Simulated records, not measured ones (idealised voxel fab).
process module | voxel self aligned contacts
cross-section cut | 250 nm wide | cells 5 nm
A cross-section is a grid of square cells, given in bands from the top down. A band is one or more rows of cells.
Each band's line starts with the height of the band's top and of its bottom, in nm. Then come its materials from left to right, each with its width in nm. One material with "throughout" fills the band from edge to edge. "air" is empty space.
Height 0 is the level under which the wafer as received is all one material. The lowest band goes on downwards, as in "0 down".
A width such as "30 to 40" changes by the same amount from each row of cells to the next, from the band's top row to its bottom row.
"no change" after a step means that no cell of the cross-section changed.
closed voids: empty space of 8 cells or more with no open way to the top, each as width x height at its distance from the left edge, in nm
after a step's settings: what the simulator itself notes on the step
overlay nm, on a step with a mask: how far to the right of its planned place the mask lay; to the left if negative
plan
1 op RECEIVE | material Si
2 op OXIDIZE | depth nm 5
3 op DIRECTIONAL_DEP | material polySi | thk nm 20
4 op DIRECTIONAL_DEP | material SiN | thk nm 20
5 op MASKED_ETCH | tone cover | mask id GATE | width nm 35 | pitch nm 60 | etch materials SiN | depth nm 20 | overlay nm 0
6 op MASKED_ETCH | tone cover | mask id GATE | width nm 35 | pitch nm 60 | etch materials polySi | depth nm 20 | overlay nm 0
7 op CONFORMAL_DEP | material SiN | thk nm 5
8 op DIRECTIONAL_ETCH | etch materials SiN | depth nm 5
9 op FILL_DEP | material SiO2 | thk nm 20
10 op CMP | height nm 50
11 op PATTERN | tone open | mask id CONTACT | material resist | width nm 45 | thk nm 15 | overlay nm 0
12 op DIRECTIONAL_ETCH | etch materials SiO2 | depth nm 55
13 op STRIP | etch materials resist
14 op CONFORMAL_DEP | material TiN | thk nm 5
15 op FILL_DEP | material Ru | thk nm 5
16 op CMP | height nm 50
17 op CONFORMAL_DEP | material SiN | thk nm 5
first wafer, as planned
as received, after step 1
  0 down: Si throughout
  closed voids: none
after step 2
  0 to -5: SiO2 throughout
  below -5: unchanged
after step 3
  20 to 0: polySi throughout
  below 0: unchanged
after step 4
  40 to 20: SiN throughout
  below 20: unchanged
after step 5
  40 to 20: air 75 | SiN 35 | air 25 | SiN 35 | air 80
  below 20: unchanged
after step 6
  40 to 20: air 75 | SiN 35 | air 25 | SiN 35 | air 80
  20 to 0: air 75 | polySi 35 | air 25 | polySi 35 | air 80
  below 0: unchanged
after step 7
  45 to 20: air 70 | SiN 45 | air 15 | SiN 45 | air 75
  20 to 5: air 70 | SiN 5 | polySi 35 | SiN 5 | air 15 | SiN 5 | polySi 35 | SiN 5 | air 75
  5 to 0: SiN 75 | polySi 35 | SiN 25 | polySi 35 | SiN 80
  below 0: unchanged
after step 8
  40 to 20: air 70 | SiN 45 | air 15 | SiN 45 | air 75
  20 to 0: air 70 | SiN 5 | polySi 35 | SiN 5 | air 15 | SiN 5 | polySi 35 | SiN 5 | air 75
  below 0: unchanged
after step 9
  60 to 40: SiO2 throughout
  40 to 20: SiO2 70 | SiN 45 | SiO2 15 | SiN 45 | SiO2 75
  20 to 0: SiO2 70 | SiN 5 | polySi 35 | SiN 5 | SiO2 15 | SiN 5 | polySi 35 | SiN 5 | SiO2 75
  below 0: unchanged
after step 10
  50 to 40: SiO2 throughout
  below 40: unchanged
after step 11
  65 to 50: resist 100 | air 45 | resist 105
  below 50: unchanged
after step 12
  65 to 50: resist 100 | air 45 | resist 105
  50 to 40: SiO2 100 | air 45 | SiO2 105
  40 to 20: SiO2 70 | SiN 45 | air 15 | SiN 45 | SiO2 75
  20 to 0: SiO2 70 | SiN 5 | polySi 35 | SiN 5 | air 15 | SiN 5 | polySi 35 | SiN 5 | SiO2 75
  0 to -5: SiO2 115 | air 15 | SiO2 120
  below -5: unchanged
after step 13
  50 to 40: SiO2 100 | air 45 | SiO2 105
  below 40: unchanged
after step 14
  55 to 50: TiN 105 | air 35 | TiN 110
  50 to 40: SiO2 100 | TiN 5 to 20 | air 35 to 5 | TiN 5 to 20 | SiO2 105
  40 to 20: SiO2 70 | SiN 45 | TiN 5 | air 5 | TiN 5 | SiN 45 | SiO2 75
  20 to 0: SiO2 70 | SiN 5 | polySi 35 | SiN 5 | TiN 5 | air 5 | TiN 5 | SiN 5 | polySi 35 | SiN 5 | SiO2 75
  0 to -5: SiO2 115 | TiN 15 | SiO2 120
  below -5: unchanged
after step 15
  60 to 55: Ru throughout
  55 to 50: TiN 105 | Ru 35 | TiN 110
  50 to 40: SiO2 100 | TiN 5 to 20 | Ru 35 to 5 | TiN 5 to 20 | SiO2 105
  40 to 20: SiO2 70 | SiN 45 | TiN 5 | Ru 5 | TiN 5 | SiN 45 | SiO2 75
  20 to 0: SiO2 70 | SiN 5 | polySi 35 | SiN 5 | TiN 5 | Ru 5 | TiN 5 | SiN 5 | polySi 35 | SiN 5 | SiO2 75
  below 0: unchanged
after step 16
  50 to 40: SiO2 100 | TiN 5 to 20 | Ru 35 to 5 | TiN 5 to 20 | SiO2 105
  below 40: unchanged
after step 17
  55 to 50: SiN throughout
  below 50: unchanged
second wafer: like start, like plan, one mistake. Through step 1 it matches the first wafer
when step 2 should have ended
  20 to 0: polySi throughout
  below 0: unchanged
when step 3 should have ended
  20 to 15: SiO2 throughout
  below 15: unchanged
when step 4 should have ended
  40 to 20: SiN throughout
  below 20: unchanged
when step 5 should have ended
  40 to 20: air 75 | SiN 35 | air 25 | SiN 35 | air 80
  below 20: unchanged
when step 6 should have ended: no change
when step 7 should have ended
  45 to 25: air 70 | SiN 45 | air 15 | SiN 45 | air 75
  25 to 20: SiN throughout
  below 20: unchanged
when step 8 should have ended
  40 to 20: air 70 | SiN 45 | air 15 | SiN 45 | air 75
  below 20: unchanged
when step 9 should have ended
  60 to 40: SiO2 throughout
  40 to 20: SiO2 70 | SiN 45 | SiO2 15 | SiN 45 | SiO2 75
  below 20: unchanged
when step 10 should have ended
  50 to 40: SiO2 throughout
  below 40: unchanged
when step 11 should have ended
  65 to 50: resist 100 | air 45 | resist 105
  below 50: unchanged
when step 12 should have ended
  65 to 50: resist 100 | air 45 | resist 105
  50 to 40: SiO2 100 | air 45 | SiO2 105
  40 to 20: SiO2 70 | SiN 45 | air 15 | SiN 45 | SiO2 75
  20 to 15: SiO2 115 | air 15 | SiO2 120
  below 15: unchanged
when step 13 should have ended
  50 to 40: SiO2 100 | air 45 | SiO2 105
  below 40: unchanged
when step 14 should have ended
  55 to 50: TiN 105 | air 35 | TiN 110
  50 to 40: SiO2 100 | TiN 5 to 20 | air 35 to 5 | TiN 5 to 20 | SiO2 105
  40 to 20: SiO2 70 | SiN 45 | TiN 5 | air 5 | TiN 5 | SiN 45 | SiO2 75
  20 to 15: SiO2 115 | TiN 15 | SiO2 120
  below 15: unchanged
when step 15 should have ended
  60 to 55: Ru throughout
  55 to 50: TiN 105 | Ru 35 | TiN 110
  50 to 40: SiO2 100 | TiN 5 to 20 | Ru 35 to 5 | TiN 5 to 20 | SiO2 105
  40 to 20: SiO2 70 | SiN 45 | TiN 5 | Ru 5 | TiN 5 | SiN 45 | SiO2 75
  below 20: unchanged
when step 16 should have ended
  50 to 40: SiO2 100 | TiN 5 to 20 | Ru 35 to 5 | TiN 5 to 20 | SiO2 105
  below 40: unchanged
when step 17 should have ended
  55 to 50: SiN throughout
  below 50: unchanged
what went wrong: steps 2 and 3 were swapped
at the end the second wafer has, in cells: 4 fewer of Ru | 50 more of Si | 16 fewer of SiN | 116 fewer of SiO2 | 8 fewer of TiN | 94 more of polySi
